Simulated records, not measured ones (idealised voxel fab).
A process module follows: voxel ribs on slabs.
Cross-section cut: width 290 nm, square cells of 5 nm.
In what follows, cross-sections appear as grids of square cells, described through bands that run from the top down, where every band is one or more rows of cells. Heights first: top, then bottom, in nm. Then materials, left to right, each with a width in nm. "throughout" on a single material: fills the band edge to edge. "air": empty space. Below 0: as-received wafer, all one material; heights counted from there. Lowest band: no bottom, goes on down, written "from 0 down". A two-number width, for instance "30->40", indicates that the width is equal to the first number in the top row of the band and to the second number in the bottom row, and that it changes by a constant amount per row of cells. "no change occurred" -> step changed no cross-section cell. The label "Unvented internal voids" introduces a list of the empty spaces, 8 cells or larger, that have no open way up to the top; each entry in it reads width x height at distance, where the distance is taken from the left edge and all three are stated in nm. On each step's line, the part that comes after the settings is the simulator's own comment on the step. What "overlay nm" on a step's line means: if the step has a mask, that mask lay this far to the right of its planned place, or, when the value is negative, to the left.

-- Here's what the planned process steps look like
1: RECEIVE (material Si)
2: DIRECTIONAL_DEP (material SiO2; thk nm 30)
3: DIRECTIONAL_DEP (material SiN; thk nm 25)
4: MASKED_ETCH (tone cover; mask id RIB; width nm 20; etch materials SiN; depth nm 10; overlay nm 0)
5: MASKED_ETCH (tone cover; mask id SLAB; width nm 80; etch materials SiN; depth nm 15; overlay nm 0)
6: FILL_DEP (material SiO2; thk nm 20)
7: CMP (height nm 70)
8: DIRECTIONAL_DEP (material W; thk nm 5)
9: MASKED_ETCH (tone cover; mask id HEATER; width nm 30; etch materials W; depth nm 5; overlay nm 0)
10: CONFORMAL_DEP (material SiO2; thk nm 5)

-- Delivered wafer in cross-section: state after step 1
* from 0 down: Si throughout
* Unvented internal voids: none

-- Below is the wafer in cross-section after the module was completed. It began from the starting point shown above and followed the plan shown above, except that one mistake was made while running it
* from 80 to 75: air (125); SiO2 (40); air (125)
* from 75 to 70: SiO2 (130); W (30); SiO2 (130)
* from 70 to 25: SiO2 throughout
* from 25 to 0: SiN throughout
* from 0 down: Si throughout
* Unvented internal voids: none
Which mistake was made when the wafer was run? steps 2 and 3 traded places in the executed sequence
